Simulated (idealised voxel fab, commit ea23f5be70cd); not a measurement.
The document below concerns the process module designated voxel spacer lines.
Section cut is 260 nm wide and gridded with 5 nm square cells.
Each cross-section below is a grid of square cells, stated as bands in top-down order, with one or more rows of cells making up each band. It is stipulated that each band's entry specify, in nanometres, the height of the top of the band and then that of its bottom, followed by the materials of the band in left-to-right sequence, each together with its width in nanometres. A single material marked by the word "everywhere" is understood to fill the band from edge to edge; the word "empty" is understood to denote empty space. Note: height 0 marks the level under which the wafer is uniformly one material as received. Lowest band unbounded below, written "z 0 and below". It should be noted that a width expressed as "30..40" varies in equal increments from row to row of cells within the band, taking the value of the first number at the top row and that of the second number at the bottom row. It should be understood that the words "remained unchanged", when stated for a given step, signify that the cross-section underwent no change in any of its cells during that step. Voids not open to the top, 8 cells minimum: see "Closed voids list". Written width x height at distance; distance is from the left edge; nm. Formally, on a step line, whatever follows the settings is a remark that the simulator itself makes on the step. If you see "overlay nm" on a step's line and that step has a mask, it's telling you how far right of where it was planned the mask ended up; a negative number means it went left instead.
# Set out below are the planned steps of the process
1. RECEIVE,material Si
2. CONFORMAL_DEP,material Al2O3,thk nm 5
3. DIRECTIONAL_DEP,material SiN,thk nm 10
4. DIRECTIONAL_DEP,material aC,thk nm 20
5. PATTERN,tone cover,mask id MANDREL,material resist,width nm 25,pitch nm 70,thk nm 30,overlay nm 0
6. DIRECTIONAL_ETCH,etch materials aC,depth nm 20
7. STRIP,etch materials resist
8. CONFORMAL_DEP,material SiO2,thk nm 10
9. DIRECTIONAL_ETCH,etch materials SiO2,depth nm 10
10. STRIP,etch materials aC
11. DIRECTIONAL_ETCH,etch materials SiN,depth nm 10
12. STRIP,etch materials SiO2
13. FILL_DEP,material SiO2,thk nm 10
14. CMP,height nm 15
# Cross-section: wafer on arrival = after step 1
    z 0 and below: Si everywhere
    Closed voids list: none
# As-planned run: cross-section of the first of two wafers at end of module
    z 15 to 5: SiO2 35 / SiN 10 / SiO2 25 / SiN 10 / SiO2 25 / SiN 10 / SiO2 25 / SiN 10 / SiO2 25 / SiN 10 / SiO2 25 / SiN 10 / SiO2 40
    z 5 to 0: Al2O3 everywhere
    z 0 and below: Si everywhere
    Closed voids list: none
# Cross-sectional image of the second wafer of the two following completion of the module. Starting state and process plan were the same as for the first wafer; one execution error occurred
    z 15 to 5: SiO2 45 / SiN 10 / SiO2 5 / SiN 10 / SiO2 45 / SiN 10 / SiO2 5 / SiN 10 / SiO2 45 / SiN 10 / SiO2 5 / SiN 10 / SiO2 50
    z 5 to 0: Al2O3 everywhere
    z 0 and below: Si everywhere
    Closed voids list: none
what went wrong: step 5 was not run as planned; what actually ran was PATTERN,tone open,mask id MANDREL,material resist,width nm 25,pitch nm 70,thk nm 30,overlay nm 0
So at the finish, the second wafer's got exactly as many cells of each material as the first, just not in the same spots.
